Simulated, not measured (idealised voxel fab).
Process module, titled voxel released beams
Shown is cross-section cut, with a width of 180 nm and square cells of size 5 nm.
Notation: cross-section as square-cell grid; stated in bands, top first, going down; one or more cell rows per band. Band: top and bottom heights (nm) first, top before bottom; then materials from left to right, widths in nm. "full width" marks a sole material filling the band edge to edge. "empty" denotes empty space. Heights are measured from 0, the level below which the as-received wafer is all one material; the lowest band has no bottom and continues downward, written as in "top 0, no bottom". Width: "30->40" (first number = top row, second number = bottom row, same change from row to row of cells). Where a step carries "nothing changed", the cross-section came out of it unchanged, cell for cell. Voids not open to the top, 8 cells minimum: see "Sealed internal cavities". Written width x height at distance; distance is from the left edge; nm. On a step's line, text after the settings is the simulator commenting on that step. Regarding "overlay nm": on a step with a mask, it is the distance the mask lay to the right of its planned place; a negative value places it to the left. Heads up before you read on: it's before/after pairs around one process step each, after side only down to the lowest band that changed, step plus settings under the pair. Pairs can be from different runs of this module, same starting wafer, so only chain a pair onto the one above if its "Prior to step" entry says so.

### Prior to step
> top 0, no bottom  Si full width
> Sealed internal cavities: none

### Post-Step Snapshot
> top 5, bottom 0  SiN full width
> Anything lower than 0 is untouched.
> Sealed internal cavities: none
So what happens between those two cross-sections up there? CONFORMAL_DEP,material SiN,thk nm 5

Prior to step: starting point is the after cross-section of the pair just above.

### Post-Step Snapshot
> top 15, bottom 5  SiO2 full width
> Anything lower than 5 is untouched.
> Sealed internal cavities: none
So what happens between those two cross-sections up there? DIRECTIONAL_DEP,material SiO2,thk nm 10

Prior to step: starting point is the after cross-section of the pair just above.

### Post-Step Snapshot
> top 30, bottom 15  aC full width
> Anything lower than 15 is untouched.
> Sealed internal cavities: none
So what happens between those two cross-sections up there? DIRECTIONAL_DEP,material aC,thk nm 15

Prior to step: starting point is the after cross-section of the pair just above.

### Post-Step Snapshot
> top 65, bottom 30  40 resist, 40 empty, 100 resist
> Anything lower than 30 is untouched.
> Sealed internal cavities: none
So what happens between those two cross-sections up there? PATTERN,tone open,mask id ANCHOR,material resist,width nm 40,thk nm 35,overlay nm 0

Prior to step: starting point is the after cross-section of the pair just above.

### Post-Step Snapshot
> top 50, bottom 30  40 resist, 40 empty, 100 resist
> top 30, bottom 15  40 aC, 40 empty, 100 aC
> Anything lower than 15 is untouched.
> Sealed internal cavities: none
So what happens between those two cross-sections up there? DIRECTIONAL_ETCH,etch materials aC,depth nm 15

Prior to step: starting point is the after cross-section of the pair just above.

### Post-Step Snapshot
> top 30, bottom 15  40 aC, 40 empty, 100 aC
> Anything lower than 15 is untouched.
> Sealed internal cavities: none
So what happens between those two cross-sections up there? STRIP,etch materials resist

Prior to step: starting point is the after cross-section of the pair just above.

### Post-Step Snapshot
> top 30, bottom 15  40 aC, 40 empty, 100 aC
> top 15, bottom 5  40 SiO2, 40 empty, 100 SiO2
> Anything lower than 5 is untouched.
> Sealed internal cavities: none
So what happens between those two cross-sections up there? DIRECTIONAL_ETCH,etch materials SiO2,depth nm 10

Prior to step: starting point is the after cross-section of the pair just above.

### Post-Step Snapshot
> top 15, bottom 5  40 SiO2, 40 empty, 100 SiO2
> Anything lower than 5 is untouched.
> Sealed internal cavities: none
So what happens between those two cross-sections up there? STRIP,etch materials aC

Prior to step: starting point is the after cross-section of the pair just above.

### Post-Step Snapshot
> top 30, bottom 20  55 W, 10 empty, 115 W
> top 20, bottom 15  W full width
> top 15, bottom 5  40 SiO2, 40 W, 100 SiO2
> Anything lower than 5 is untouched.
> Sealed internal cavities: none
So what happens between those two cross-sections up there? CONFORMAL_DEP,material W,thk nm 15

Prior to step: starting point is the after cross-section of the pair just above.

### Post-Step Snapshot
> top 40, bottom 30  55 aC, 10 empty, 115 aC
> top 30, bottom 20  55 W, 10 aC, 115 W
> Anything lower than 20 is untouched.
> Sealed internal cavities: none
So what happens between those two cross-sections up there? DIRECTIONAL_DEP,material aC,thk nm 10

Prior to step: starting point is the after cross-section of the pair just above.

### Post-Step Snapshot
> top 65, bottom 40  35 empty, 100 resist, 45 empty
> top 40, bottom 30  55 aC, 10 resist, 115 aC
> Anything lower than 30 is untouched.
> Sealed internal cavities: none
So what happens between those two cross-sections up there? PATTERN,tone cover,mask id BEAM,material resist,width nm 100,thk nm 25,overlay nm 0

Prior to step: starting point is the after cross-section of the pair just above.

### Post-Step Snapshot
> top 55, bottom 40  35 empty, 100 resist, 45 empty
> top 40, bottom 30  35 empty, 20 aC, 10 resist, 70 aC, 45 empty
> Anything lower than 30 is untouched.
> Sealed internal cavities: none
So what happens between those two cross-sections up there? DIRECTIONAL_ETCH,etch materials aC,depth nm 10

Prior to step: starting point is the after cross-section of the pair just above.

### Post-Step Snapshot
> top 40, bottom 30  35 empty, 20 aC, 10 empty, 70 aC, 45 empty
> Anything lower than 30 is untouched.
> Sealed internal cavities: none
So what happens between those two cross-sections up there? STRIP,etch materials resist

Prior to step: starting point is the after cross-section of the pair just above.

### Post-Step Snapshot
> top 40, bottom 30  35 empty, 20 aC, 10 empty, 70 aC, 45 empty
> top 30, bottom 20  35 empty, 20 W, 10 aC, 70 W, 45 empty
> top 20, bottom 15  35 empty, 100 W, 45 empty
> Anything lower than 15 is untouched.
> Sealed internal cavities: none
So what happens between those two cross-sections up there? DIRECTIONAL_ETCH,etch materials W,depth nm 15

Prior to step: starting point is the after cross-section of the pair just above.

### Post-Step Snapshot
> top 30, bottom 20  35 empty, 20 W, 10 empty, 70 W, 45 empty
> Anything lower than 20 is untouched.
> Sealed internal cavities: none
So what happens between those two cross-sections up there? STRIP,etch materials aC

Prior to step: starting point is the after cross-section of the pair just above.

### Post-Step Snapshot
> top 30, bottom 20  35 empty, 20 W, 10 empty, 70 W, 45 empty
> top 20, bottom 15  35 empty, 100 W, 45 empty
> top 15, bottom 5  40 empty, 40 W, 100 empty
> Anything lower than 5 is untouched.
> Sealed internal cavities: none
So what happens between those two cross-sections up there? STRIP,etch materials SiO2

### Prior to step
> top 0, no bottom  Si full width
> Sealed internal cavities: none

### Post-Step Snapshot
> top 10, bottom 0  SiO2 full width
> Anything lower than 0 is untouched.
> Sealed internal cavities: none
So what happens between those two cross-sections up there? DIRECTIONAL_DEP,material SiO2,thk nm 10

Prior to step: starting point is the after cross-section of the pair just above.

### Post-Step Snapshot
> top 25, bottom 10  aC full width
> Anything lower than 10 is untouched.
> Sealed internal cavities: none
So what happens between those two cross-sections up there? DIRECTIONAL_DEP,material aC,thk nm 15

Prior to step: starting point is the after cross-section of the pair just above.

### Post-Step Snapshot
> top 60, bottom 25  40 resist, 40 empty, 100 resist
> Anything lower than 25 is untouched.
> Sealed internal cavities: none
So what happens between those two cross-sections up there? PATTERN,tone open,mask id ANCHOR,material resist,width nm 40,thk nm 35,overlay nm 0

Prior to step: starting point is the after cross-section of the pair just above.

### Post-Step Snapshot
> top 45, bottom 25  40 resist, 40 empty, 100 resist
> top 25, bottom 10  40 aC, 40 empty, 100 aC
> Anything lower than 10 is untouched.
> Sealed internal cavities: none
So what happens between those two cross-sections up there? DIRECTIONAL_ETCH,etch materials aC,depth nm 15

Prior to step: starting point is the after cross-section of the pair just above.

### Post-Step Snapshot
> top 25, bottom 10  40 aC, 40 empty, 100 aC
> Anything lower than 10 is untouched.
> Sealed internal cavities: none
So what happens between those two cross-sections up there? STRIP,etch materials resist

Prior to step: starting point is the after cross-section of the pair just above.

### Post-Step Snapshot
> top 25, bottom 10  40 aC, 40 empty, 100 aC
> top 10, bottom 0  40 SiO2, 40 empty, 100 SiO2
> Anything lower than 0 is untouched.
> Sealed internal cavities: none
So what happens between those two cross-sections up there? DIRECTIONAL_ETCH,etch materials SiO2,depth nm 10

Prior to step: starting point is the after cross-section of the pair just above.

### Post-Step Snapshot
> top 10, bottom 0  40 SiO2, 40 empty, 100 SiO2
> Anything lower than 0 is untouched.
> Sealed internal cavities: none
So what happens between those two cross-sections up there? STRIP,etch materials aC

Prior to step: starting point is the after cross-section of the pair just above.

### Post-Step Snapshot
> top 25, bottom 15  55 W, 10 empty, 115 W
> top 15, bottom 10  W full width
> top 10, bottom 0  40 SiO2, 40 W, 100 SiO2
> Anything lower than 0 is untouched.
> Sealed internal cavities: none
So what happens between those two cross-sections up there? CONFORMAL_DEP,material W,thk nm 15

Prior to step: starting point is the after cross-section of the pair just above.

### Post-Step Snapshot
> top 35, bottom 25  55 aC, 10 empty, 115 aC
> top 25, bottom 15  55 W, 10 aC, 115 W
> Anything lower than 15 is untouched.
> Sealed internal cavities: none
So what happens between those two cross-sections up there? DIRECTIONAL_DEP,material aC,thk nm 10

Prior to step: starting point is the after cross-section of the pair just above.

### Post-Step Snapshot
> top 60, bottom 35  35 empty, 100 resist, 45 empty
> top 35, bottom 25  55 aC, 10 resist, 115 aC
> Anything lower than 25 is untouched.
> Sealed internal cavities: none
So what happens between those two cross-sections up there? PATTERN,tone cover,mask id BEAM,material resist,width nm 100,thk nm 25,overlay nm 0

Prior to step: starting point is the after cross-section of the pair just above.

### Post-Step Snapshot
> top 50, bottom 35  35 empty, 100 resist, 45 empty
> top 35, bottom 25  35 empty, 20 aC, 10 resist, 70 aC, 45 empty
> Anything lower than 25 is untouched.
> Sealed internal cavities: none
So what happens between those two cross-sections up there? DIRECTIONAL_ETCH,etch materials aC,depth nm 10

Prior to step: starting point is the after cross-section of the pair just above.

### Post-Step Snapshot
> top 35, bottom 25  35 empty, 20 aC, 10 empty, 70 aC, 45 empty
> Anything lower than 25 is untouched.
> Sealed internal cavities: none
So what happens between those two cross-sections up there? STRIP,etch materials resist

Prior to step: starting point is the after cross-section of the pair just above.

### Post-Step Snapshot
> top 35, bottom 25  35 empty, 20 aC, 10 empty, 70 aC, 45 empty
> top 25, bottom 15  35 empty, 20 W, 10 aC, 70 W, 45 empty
> top 15, bottom 10  35 empty, 100 W, 45 empty
> Anything lower than 10 is untouched.
> Sealed internal cavities: none
So what happens between those two cross-sections up there? DIRECTIONAL_ETCH,etch materials W,depth nm 15

Prior to step: starting point is the after cross-section of the pair just above.

### Post-Step Snapshot
> top 25, bottom 15  35 empty, 20 W, 10 empty, 70 W, 45 empty
> Anything lower than 15 is untouched.
> Sealed internal cavities: none
So what happens between those two cross-sections up there? STRIP,etch materials aC

Prior to step: starting point is the after cross-section of the pair just above.

### Post-Step Snapshot
> top 25, bottom 15  35 empty, 20 W, 10 empty, 70 W, 45 empty
> top 15, bottom 10  35 empty, 100 W, 45 empty
> top 10, bottom 0  40 empty, 40 W, 100 empty
> Anything lower than 0 is untouched.
> Sealed internal cavities: none
So what happens between those two cross-sections up there? STRIP,etch materials SiO2

### Prior to step
> top 30, bottom 20  55 W, 10 empty, 115 W
> top 20, bottom 15  W full width
> top 15, bottom 5  40 SiO2, 40 W, 100 SiO2
> top 5, bottom 0  SiN full width
> top 0, no bottom  Si full width
> Sealed internal cavities: none

### Post-Step Snapshot
> top 45, bottom 15  W full width
> Anything lower than 15 is untouched.
> Sealed internal cavities: none
So what happens between those two cross-sections up there? CONFORMAL_DEP,material W,thk nm 15

Prior to step: starting point is the after cross-section of the pair just above.

### Post-Step Snapshot
> top 55, bottom 45  aC full width
> Anything lower than 45 is untouched.
> Sealed internal cavities: none
So what happens between those two cross-sections up there? DIRECTIONAL_DEP,material aC,thk nm 10

Prior to step: starting point is the after cross-section of the pair just above.

### Post-Step Snapshot
> top 80, bottom 55  35 empty, 100 resist, 45 empty
> Anything lower than 55 is untouched.
> Sealed internal cavities: none
So what happens between those two cross-sections up there? PATTERN,tone cover,mask id BEAM,material resist,width nm 100,thk nm 25,overlay nm 0

Prior to step: starting point is the after cross-section of the pair just above.

### Post-Step Snapshot
> top 70, bottom 55  35 empty, 100 resist, 45 empty
> top 55, bottom 45  35 empty, 100 aC, 45 empty
> Anything lower than 45 is untouched.
> Sealed internal cavities: none
So what happens between those two cross-sections up there? DIRECTIONAL_ETCH,etch materials aC,depth nm 10

Prior to step: starting point is the after cross-section of the pair just above.

### Post-Step Snapshot
> top 55, bottom 45  35 empty, 100 aC, 45 empty
> Anything lower than 45 is untouched.
> Sealed internal cavities: none
So what happens between those two cross-sections up there? STRIP,etch materials resist

Prior to step: starting point is the after cross-section of the pair just above.

### Post-Step Snapshot
> top 55, bottom 45  35 empty, 100 aC, 45 empty
> top 45, bottom 30  35 empty, 100 W, 45 empty
> Anything lower than 30 is untouched.
> Sealed internal cavities: none
So what happens between those two cross-sections up there? DIRECTIONAL_ETCH,etch materials W,depth nm 15

Prior to step: starting point is the after cross-section of the pair just above.

### Post-Step Snapshot
> top 45, bottom 30  35 empty, 100 W, 45 empty
> Anything lower than 30 is untouched.
> Sealed internal cavities: none
So what happens between those two cross-sections up there? STRIP,etch materials aC

### Prior to step
> top 10, bottom 0  SiO2 full width
> top 0, no bottom  Si full width
> Sealed internal cavities: none

### Post-Step Snapshot
> top 15, bottom 10  SiN full width
> Anything lower than 10 is untouched.
> Sealed internal cavities: none
So what happens between those two cross-sections up there? CONFORMAL_DEP,material SiN,thk nm 5

Prior to step: starting point is the after cross-section of the pair just above.

### Post-Step Snapshot
> top 30, bottom 15  aC full width
> Anything lower than 15 is untouched.
> Sealed internal cavities: none
So what happens between those two cross-sections up there? DIRECTIONAL_DEP,material aC,thk nm 15

Prior to step: starting point is the after cross-section of the pair just above.

### Post-Step Snapshot
> top 65, bottom 30  40 resist, 40 empty, 100 resist
> Anything lower than 30 is untouched.
> Sealed internal cavities: none
So what happens between those two cross-sections up there? PATTERN,tone open,mask id ANCHOR,material resist,width nm 40,thk nm 35,overlay nm 0

Prior to step: starting point is the after cross-section of the pair just above.

### Post-Step Snapshot
> top 50, bottom 30  40 resist, 40 empty, 100 resist
> top 30, bottom 15  40 aC, 40 empty, 100 aC
> Anything lower than 15 is untouched.
> Sealed internal cavities: none
So what happens between those two cross-sections up there? DIRECTIONAL_ETCH,etch materials aC,depth nm 15

Prior to step: starting point is the after cross-section of the pair just above.

### Post-Step Snapshot
> top 30, bottom 15  40 aC, 40 empty, 100 aC
> Anything lower than 15 is untouched.
> Sealed internal cavities: none
So what happens between those two cross-sections up there? STRIP,etch materials resist

Prior to step: starting point is the after cross-section of the pair just above.

### Post-Step Snapshot
> top 15, bottom 10  SiN full width
> Anything lower than 10 is untouched.
> Sealed internal cavities: none
So what happens between those two cross-sections up there? STRIP,etch materials aC

Prior to step: starting point is the after cross-section of the pair just above.

### Post-Step Snapshot
> top 30, bottom 15  W full width
> Anything lower than 15 is untouched.
> Sealed internal cavities: none
So what happens between those two cross-sections up there? CONFORMAL_DEP,material W,thk nm 15

Prior to step: starting point is the after cross-section of the pair just above.

### Post-Step Snapshot
> top 40, bottom 30  aC full width
> Anything lower than 30 is untouched.
> Sealed internal cavities: none
So what happens between those two cross-sections up there? DIRECTIONAL_DEP,material aC,thk nm 10

Prior to step: starting point is the after cross-section of the pair just above.

### Post-Step Snapshot
> top 65, bottom 40  35 empty, 100 resist, 45 empty
> Anything lower than 40 is untouched.
> Sealed internal cavities: none
So what happens between those two cross-sections up there? PATTERN,tone cover,mask id BEAM,material resist,width nm 100,thk nm 25,overlay nm 0

Prior to step: starting point is the after cross-section of the pair just above.

### Post-Step Snapshot
> top 55, bottom 40  35 empty, 100 resist, 45 empty
> top 40, bottom 30  35 empty, 100 aC, 45 empty
> Anything lower than 30 is untouched.
> Sealed internal cavities: none
So what happens between those two cross-sections up there? DIRECTIONAL_ETCH,etch materials aC,depth nm 10

Prior to step: starting point is the after cross-section of the pair just above.

### Post-Step Snapshot
> top 40, bottom 30  35 empty, 100 aC, 45 empty
> Anything lower than 30 is untouched.
> Sealed internal cavities: none
So what happens between those two cross-sections up there? STRIP,etch materials resist

Prior to step: starting point is the after cross-section of the pair just above.

### Post-Step Snapshot
> top 40, bottom 30  35 empty, 100 aC, 45 empty
> top 30, bottom 15  35 empty, 100 W, 45 empty
> Anything lower than 15 is untouched.
> Sealed internal cavities: none
So what happens between those two cross-sections up there? DIRECTIONAL_ETCH,etch materials W,depth nm 15

Prior to step: starting point is the after cross-section of the pair just above.

### Post-Step Snapshot
> top 30, bottom 15  35 empty, 100 W, 45 empty
> Anything lower than 15 is untouched.
> Sealed internal cavities: none
So what happens between those two cross-sections up there? STRIP,etch materials aC

### Prior to step
> top 15, bottom 5  40 SiO2, 40 empty, 100 SiO2
> top 5, bottom 0  SiN full width
> top 0, no bottom  Si full width
> Sealed internal cavities: none

### Post-Step Snapshot
> top 40, bottom 15  W full width
> top 15, bottom 5  40 SiO2, 40 W, 100 SiO2
> Anything lower than 5 is untouched.
> Sealed internal cavities: none
So what happens between those two cross-sections up there? CONFORMAL_DEP,material W,thk nm 25

Prior to step: starting point is the after cross-section of the pair just above.

### Post-Step Snapshot
> top 50, bottom 40  aC full width
> Anything lower than 40 is untouched.
> Sealed internal cavities: none
So what happens between those two cross-sections up there? DIRECTIONAL_DEP,material aC,thk nm 10

Prior to step: starting point is the after cross-section of the pair just above.

### Post-Step Snapshot
> top 75, bottom 50  35 empty, 100 resist, 45 empty
> Anything lower than 50 is untouched.
> Sealed internal cavities: none
So what happens between those two cross-sections up there? PATTERN,tone cover,mask id BEAM,material resist,width nm 100,thk nm 25,overlay nm 0

Prior to step: starting point is the after cross-section of the pair just above.

### Post-Step Snapshot
> top 65, bottom 50  35 empty, 100 resist, 45 empty
> top 50, bottom 40  35 empty, 100 aC, 45 empty
> Anything lower than 40 is untouched.
> Sealed internal cavities: none
So what happens between those two cross-sections up there? DIRECTIONAL_ETCH,etch materials aC,depth nm 10

Prior to step: starting point is the after cross-section of the pair just above.

### Post-Step Snapshot
> top 50, bottom 40  35 empty, 100 aC, 45 empty
> Anything lower than 40 is untouched.
> Sealed internal cavities: none
So what happens between those two cross-sections up there? STRIP,etch materials resist

Prior to step: starting point is the after cross-section of the pair just above.

### Post-Step Snapshot
> top 50, bottom 40  35 empty, 100 aC, 45 empty
> top 40, bottom 25  35 empty, 100 W, 45 empty
> Anything lower than 25 is untouched.
> Sealed internal cavities: none
So what happens between those two cross-sections up there? DIRECTIONAL_ETCH,etch materials W,depth nm 15

Prior to step: starting point is the after cross-section of the pair just above.

### Post-Step Snapshot
> top 40, bottom 25  35 empty, 100 W, 45 empty
> Anything lower than 25 is untouched.
> Sealed internal cavities: none
So what happens between those two cross-sections up there? STRIP,etch materials aC

### Prior to step
> top 30, bottom 15  aC full width
> top 15, bottom 5  SiO2 full width
> top 5, bottom 0  SiN full width
> top 0, no bottom  Si full width
> Sealed internal cavities: none

### Post-Step Snapshot
> top 65, bottom 30  45 resist, 30 empty, 105 resist
> Anything lower than 30 is untouched.
> Sealed internal cavities: none
So what happens between those two cross-sections up there? PATTERN,tone open,mask id ANCHOR,material resist,width nm 30,thk nm 35,overlay nm 0

Prior to step: starting point is the after cross-section of the pair just above.

### Post-Step Snapshot
> top 50, bottom 30  45 resist, 30 empty, 105 resist
> top 30, bottom 15  45 aC, 30 empty, 105 aC
> Anything lower than 15 is untouched.
> Sealed internal cavities: none
So what happens between those two cross-sections up there? DIRECTIONAL_ETCH,etch materials aC,depth nm 15

Prior to step: starting point is the after cross-section of the pair just above.

### Post-Step Snapshot
> top 30, bottom 15  45 aC, 30 empty, 105 aC
> Anything lower than 15 is untouched.
> Sealed internal cavities: none
So what happens between those two cross-sections up there? STRIP,etch materials resist

Prior to step: starting point is the after cross-section of the pair just above.

### Post-Step Snapshot
> top 30, bottom 15  45 aC, 30 empty, 105 aC
> top 15, bottom 5  45 SiO2, 30 empty, 105 SiO2
> Anything lower than 5 is untouched.
> Sealed internal cavities: none
So what happens between those two cross-sections up there? DIRECTIONAL_ETCH,etch materials SiO2,depth nm 10

Prior to step: starting point is the after cross-section of the pair just above.

### Post-Step Snapshot
> top 15, bottom 5  45 SiO2, 30 empty, 105 SiO2
> Anything lower than 5 is untouched.
> Sealed internal cavities: none
So what happens between those two cross-sections up there? STRIP,etch materials aC

Prior to step: starting point is the after cross-section of the pair just above.

### Post-Step Snapshot
> top 30, bottom 15  W full width
> top 15, bottom 5  45 SiO2, 30 W, 105 SiO2
> Anything lower than 5 is untouched.
> Sealed internal cavities: none
So what happens between those two cross-sections up there? CONFORMAL_DEP,material W,thk nm 15

Prior to step: starting point is the after cross-section of the pair just above.

### Post-Step Snapshot
> top 40, bottom 30  aC full width
> Anything lower than 30 is untouched.
> Sealed internal cavities: none
So what happens between those two cross-sections up there? DIRECTIONAL_DEP,material aC,thk nm 10

Prior to step: starting point is the after cross-section of the pair just above.

### Post-Step Snapshot
> top 65, bottom 40  35 empty, 100 resist, 45 empty
> Anything lower than 40 is untouched.
> Sealed internal cavities: none
So what happens between those two cross-sections up there? PATTERN,tone cover,mask id BEAM,material resist,width nm 100,thk nm 25,overlay nm 0

Prior to step: starting point is the after cross-section of the pair just above.

### Post-Step Snapshot
> top 55, bottom 40  35 empty, 100 resist, 45 empty
> top 40, bottom 30  35 empty, 100 aC, 45 empty
> Anything lower than 30 is untouched.
> Sealed internal cavities: none
So what happens between those two cross-sections up there? DIRECTIONAL_ETCH,etch materials aC,depth nm 10

Prior to step: starting point is the after cross-section of the pair just above.

### Post-Step Snapshot
> top 40, bottom 30  35 empty, 100 aC, 45 empty
> Anything lower than 30 is untouched.
> Sealed internal cavities: none
So what happens between those two cross-sections up there? STRIP,etch materials resist

Prior to step: starting point is the after cross-section of the pair just above.

### Post-Step Snapshot
> top 40, bottom 30  35 empty, 100 aC, 45 empty
> top 30, bottom 15  35 empty, 100 W, 45 empty
> Anything lower than 15 is untouched.
> Sealed internal cavities: none
So what happens between those two cross-sections up there? DIRECTIONAL_ETCH,etch materials W,depth nm 15

Prior to step: starting point is the after cross-section of the pair just above.

### Post-Step Snapshot
> top 30, bottom 15  35 empty, 100 W, 45 empty
> Anything lower than 15 is untouched.
> Sealed internal cavities: none
So what happens between those two cross-sections up there? STRIP,etch materials aC

Prior to step: starting point is the after cross-section of the pair just above.

### Post-Step Snapshot
> top 30, bottom 15  35 empty, 100 W, 45 empty
> top 15, bottom 5  45 empty, 30 W, 105 empty
> Anything lower than 5 is untouched.
> Sealed internal cavities: none
So what happens between those two cross-sections up there? STRIP,etch materials SiO2

### Prior to step
> top 40, bottom 30  55 aC, 10 empty, 115 aC
> top 30, bottom 20  55 W, 10 aC, 115 W
> top 20, bottom 15  W full width
> top 15, bottom 5  40 SiO2, 40 W, 100 SiO2
> top 5, bottom 0  SiN full width
> top 0, no bottom  Si full width
> Sealed internal cavities: none

### Post-Step Snapshot
> top 65, bottom 40  40 empty, 100 resist, 40 empty
> top 40, bottom 30  55 aC, 10 resist, 115 aC
> Anything lower than 30 is untouched.
> Sealed internal cavities: none
So what happens between those two cross-sections up there? PATTERN,tone cover,mask id BEAM,material resist,width nm 100,thk nm 25,overlay nm 5

Prior to step: starting point is the after cross-section of the pair just above.

### Post-Step Snapshot
> top 55, bottom 40  40 empty, 100 resist, 40 empty
> top 40, bottom 30  40 empty, 15 aC, 10 resist, 75 aC, 40 empty
> Anything lower than 30 is untouched.
> Sealed internal cavities: none
So what happens between those two cross-sections up there? DIRECTIONAL_ETCH,etch materials aC,depth nm 10

Prior to step: starting point is the after cross-section of the pair just above.

### Post-Step Snapshot
> top 40, bottom 30  40 empty, 15 aC, 10 empty, 75 aC, 40 empty
> Anything lower than 30 is untouched.
> Sealed internal cavities: none
So what happens between those two cross-sections up there? STRIP,etch materials resist

Prior to step: starting point is the after cross-section of the pair just above.

### Post-Step Snapshot
> top 40, bottom 30  40 empty, 15 aC, 10 empty, 75 aC, 40 empty
> top 30, bottom 20  40 empty, 15 W, 10 aC, 75 W, 40 empty
> top 20, bottom 15  40 empty, 100 W, 40 empty
> Anything lower than 15 is untouched.
> Sealed internal cavities: none
So what happens between those two cross-sections up there? DIRECTIONAL_ETCH,etch materials W,depth nm 15

Prior to step: starting point is the after cross-section of the pair just above.

### Post-Step Snapshot
> top 30, bottom 20  40 empty, 15 W, 10 empty, 75 W, 40 empty
> Anything lower than 20 is untouched.
> Sealed internal cavities: none
So what happens between those two cross-sections up there? STRIP,etch materials aC

Prior to step: starting point is the after cross-section of the pair just above.

### Post-Step Snapshot
> top 30, bottom 20  40 empty, 15 W, 10 empty, 75 W, 40 empty
> top 20, bottom 15  40 empty, 100 W, 40 empty
> top 15, bottom 5  40 empty, 40 W, 100 empty
> Anything lower than 5 is untouched.
> Sealed internal cavities: none
So what happens between those two cross-sections up there? STRIP,etch materials SiO2

### Prior to step
> top 0, no bottom  Si full width
> Sealed internal cavities: none

### Post-Step Snapshot
> top 5, bottom 0  W full width
> Anything lower than 0 is untouched.
> Sealed internal cavities: none
So what happens between those two cross-sections up there? CONFORMAL_DEP,material W,thk nm 5

Prior to step: starting point is the after cross-section of the pair just above.

### Post-Step Snapshot
> top 15, bottom 5  SiO2 full width
> Anything lower than 5 is untouched.
> Sealed internal cavities: none
So what happens between those two cross-sections up there? DIRECTIONAL_DEP,material SiO2,thk nm 10

Prior to step: starting point is the after cross-section of the pair just above.

### Post-Step Snapshot
> top 30, bottom 15  aC full width
> Anything lower than 15 is untouched.
> Sealed internal cavities: none
So what happens between those two cross-sections up there? DIRECTIONAL_DEP,material aC,thk nm 15

Prior to step: starting point is the after cross-section of the pair just above.

### Post-Step Snapshot
> top 65, bottom 30  40 resist, 40 empty, 100 resist
> Anything lower than 30 is untouched.
> Sealed internal cavities: none
So what happens between those two cross-sections up there? PATTERN,tone open,mask id ANCHOR,material resist,width nm 40,thk nm 35,overlay nm 0

Prior to step: starting point is the after cross-section of the pair just above.

### Post-Step Snapshot
> top 50, bottom 30  40 resist, 40 empty, 100 resist
> top 30, bottom 15  40 aC, 40 empty, 100 aC
> Anything lower than 15 is untouched.
> Sealed internal cavities: none
So what happens between those two cross-sections up there? DIRECTIONAL_ETCH,etch materials aC,depth nm 15

Prior to step: starting point is the after cross-section of the pair just above.

### Post-Step Snapshot
> top 30, bottom 15  40 aC, 40 empty, 100 aC
> Anything lower than 15 is untouched.
> Sealed internal cavities: none
So what happens between those two cross-sections up there? STRIP,etch materials resist

Prior to step: starting point is the after cross-section of the pair just above.

### Post-Step Snapshot
> top 30, bottom 15  40 aC, 40 empty, 100 aC
> top 15, bottom 5  40 SiO2, 40 empty, 100 SiO2
> Anything lower than 5 is untouched.
> Sealed internal cavities: none
So what happens between those two cross-sections up there? DIRECTIONAL_ETCH,etch materials SiO2,depth nm 10

Prior to step: starting point is the after cross-section of the pair just above.

### Post-Step Snapshot
> top 15, bottom 5  40 SiO2, 40 empty, 100 SiO2
> Anything lower than 5 is untouched.
> Sealed internal cavities: none
So what happens between those two cross-sections up there? STRIP,etch materials aC

Prior to step: starting point is the after cross-section of the pair just above.

### Post-Step Snapshot
> top 30, bottom 20  55 W, 10 empty, 115 W
> top 20, bottom 15  W full width
> top 15, bottom 5  40 SiO2, 40 W, 100 SiO2
> Anything lower than 5 is untouched.
> Sealed internal cavities: none
So what happens between those two cross-sections up there? CONFORMAL_DEP,material W,thk nm 15

Prior to step: starting point is the after cross-section of the pair just above.

### Post-Step Snapshot
> top 40, bottom 30  55 aC, 10 empty, 115 aC
> top 30, bottom 20  55 W, 10 aC, 115 W
> Anything lower than 20 is untouched.
> Sealed internal cavities: none
So what happens between those two cross-sections up there? DIRECTIONAL_DEP,material aC,thk nm 10

Prior to step: starting point is the after cross-section of the pair just above.

### Post-Step Snapshot
> top 65, bottom 40  35 empty, 100 resist, 45 empty
> top 40, bottom 30  55 aC, 10 resist, 115 aC
> Anything lower than 30 is untouched.
> Sealed internal cavities: none
So what happens between those two cross-sections up there? PATTERN,tone cover,mask id BEAM,material resist,width nm 100,thk nm 25,overlay nm 0

Prior to step: starting point is the after cross-section of the pair just above.

### Post-Step Snapshot
> top 55, bottom 40  35 empty, 100 resist, 45 empty
> top 40, bottom 30  35 empty, 20 aC, 10 resist, 70 aC, 45 empty
> Anything lower than 30 is untouched.
> Sealed internal cavities: none
So what happens between those two cross-sections up there? DIRECTIONAL_ETCH,etch materials aC,depth nm 10

Prior to step: starting point is the after cross-section of the pair just above.

### Post-Step Snapshot
> top 40, bottom 30  35 empty, 20 aC, 10 empty, 70 aC, 45 empty
> Anything lower than 30 is untouched.
> Sealed internal cavities: none
So what happens between those two cross-sections up there? STRIP,etch materials resist

Prior to step: starting point is the after cross-section of the pair just above.

### Post-Step Snapshot
> top 40, bottom 30  35 empty, 20 aC, 10 empty, 70 aC, 45 empty
> top 30, bottom 20  35 empty, 20 W, 10 aC, 70 W, 45 empty
> top 20, bottom 15  35 empty, 100 W, 45 empty
> Anything lower than 15 is untouched.
> Sealed internal cavities: none
So what happens between those two cross-sections up there? DIRECTIONAL_ETCH,etch materials W,depth nm 15

Prior to step: starting point is the after cross-section of the pair just above.

### Post-Step Snapshot
> top 30, bottom 20  35 empty, 20 W, 10 empty, 70 W, 45 empty
> Anything lower than 20 is untouched.
> Sealed internal cavities: none
So what happens between those two cross-sections up there? STRIP,etch materials aC

Prior to step: starting point is the after cross-section of the pair just above.

### Post-Step Snapshot
> top 30, bottom 20  35 empty, 20 W, 10 empty, 70 W, 45 empty
> top 20, bottom 15  35 empty, 100 W, 45 empty
> top 15, bottom 5  40 empty, 40 W, 100 empty
> Anything lower than 5 is untouched.
> Sealed internal cavities: none
So what happens between those two cross-sections up there? STRIP,etch materials SiO2

### Prior to step
> top 30, bottom 15  aC full width
> top 15, bottom 5  SiO2 full width
> top 5, bottom 0  SiN full width
> top 0, no bottom  Si full width
> Sealed internal cavities: none

### Post-Step Snapshot
> top 65, bottom 30  40 empty, 40 resist, 100 empty
> Anything lower than 30 is untouched.
> Sealed internal cavities: none
So what happens between those two cross-sections up there? PATTERN,tone cover,mask id ANCHOR,material resist,width nm 40,thk nm 35,overlay nm 0

Prior to step: starting point is the after cross-section of the pair just above.

### Post-Step Snapshot
> top 50, bottom 30  40 empty, 40 resist, 100 empty
> top 30, bottom 15  40 empty, 40 aC, 100 empty
> Anything lower than 15 is untouched.
> Sealed internal cavities: none
So what happens between those two cross-sections up there? DIRECTIONAL_ETCH,etch materials aC,depth nm 15
